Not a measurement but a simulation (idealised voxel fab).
The following is a process module called voxel fin reveal.
The cross-section on display is named cut; it measures 170 nm wide, and its cells are 5 nm squares.
When this document writes out a cross-section, it uses a grid of square cells and lists it as bands, beginning at the top and moving down, with a band standing for one or more rows of cells.
A band entry consists of two parts. The first gives the height of the band's top and the height of its bottom, in nm. The rest lists the band's materials from left to right, each with its width in nm. A single material labelled with the word "throughout" fills the band from edge to edge, and the word "empty" marks empty space.
Where do heights start? At 0: under that level the wafer as delivered is made of one material only. And the lowest band has no floor; it just carries on downward, as in "0 and below".
A two-number width, for instance "30 to 40", indicates that the width is equal to the first number in the top row of the band and to the second number in the bottom row, and that it changes by a constant amount per row of cells.
A step reported as "left unchanged" is a step in which no cell of the cross-section changed.
Entry "Closed cavities". Content: empty spaces with no open connection to the top, size 8 cells or greater. Each: width x height at distance. Distance: from left edge. Unit: nm.
It should be noted that, on the line of a given step, the content following the step's settings is a remark produced by the simulator itself with respect to that step.
overlay nm: where the mask lay relative to plan, measured to the right, on steps with a mask; negatives go left.

[Steps in the process plan]
1 RECEIVE [material Si]
2 CONFORMAL_DEP [material SiN] [thk nm 5]
3 PATTERN [tone cover] [mask id FINS] [material resist] [width nm 15] [pitch nm 35] [thk nm 15] [overlay nm 0]
4 DIRECTIONAL_ETCH [etch materials SiN] [depth nm 5]
5 DIRECTIONAL_ETCH [etch materials Si] [depth nm 40]
6 STRIP [etch materials resist]
7 OXIDIZE [depth nm 5]
8 FILL_DEP [material SiO2] [thk nm 5]
9 CMP [height nm 5]
10 SELECTIVE_ETCH [etch materials SiO2] [depth nm 30]
11 STRIP [etch materials SiN]
12 CONFORMAL_DEP [material HfO2] [thk nm 5]

[The cross-section here shows the wafer as received, i.e. in its state after step 1]
    0 and below | Si throughout
    Closed cavities: none

[Module complete - cross-section of the first of two wafers, run according to plan]
    5 down to 0 | empty (40), HfO2 (15), empty (20), HfO2 (15), empty (20), HfO2 (15), empty (45)
    0 down to -20 | empty (40), HfO2 (5), Si (5), HfO2 (5), empty (20), HfO2 (5), Si (5), HfO2 (5), empty (20), HfO2 (5), Si (5), HfO2 (5), empty (45)
    -20 down to -25 | HfO2 (45), Si (5), HfO2 (30), Si (5), HfO2 (30), Si (5), HfO2 (50)
    -25 down to -45 | SiO2 (45), Si (5), SiO2 (30), Si (5), SiO2 (30), Si (5), SiO2 (50)
    -45 and below | Si throughout
    Closed cavities: none

[End-of-module cross-section of the second wafer: identical starting point and process plan to the first, with one processing mistake]
    5 down to 0 | empty (40), HfO2 (15), empty (20), HfO2 (15), empty (20), HfO2 (15), empty (45)
    0 down to -10 | empty (40), HfO2 (5), Si (5), HfO2 (5), empty (20), HfO2 (5), Si (5), HfO2 (5), empty (20), HfO2 (5), Si (5), HfO2 (5), empty (45)
    -10 down to -15 | HfO2 (45), Si (5), HfO2 (30), Si (5), HfO2 (30), Si (5), HfO2 (50)
    -15 down to -45 | SiO2 (45), Si (5), SiO2 (30), Si (5), SiO2 (30), Si (5), SiO2 (50)
    -45 and below | Si throughout
    Closed cavities: none
Error vs. plan: off-plan run, step 10, actual operation and settings SELECTIVE_ETCH [etch materials SiO2] [depth nm 20]
Final comparison by cell count, materials where the second wafer has more or fewer than the first: HfO2: 12 fewer, SiO2: 62 more
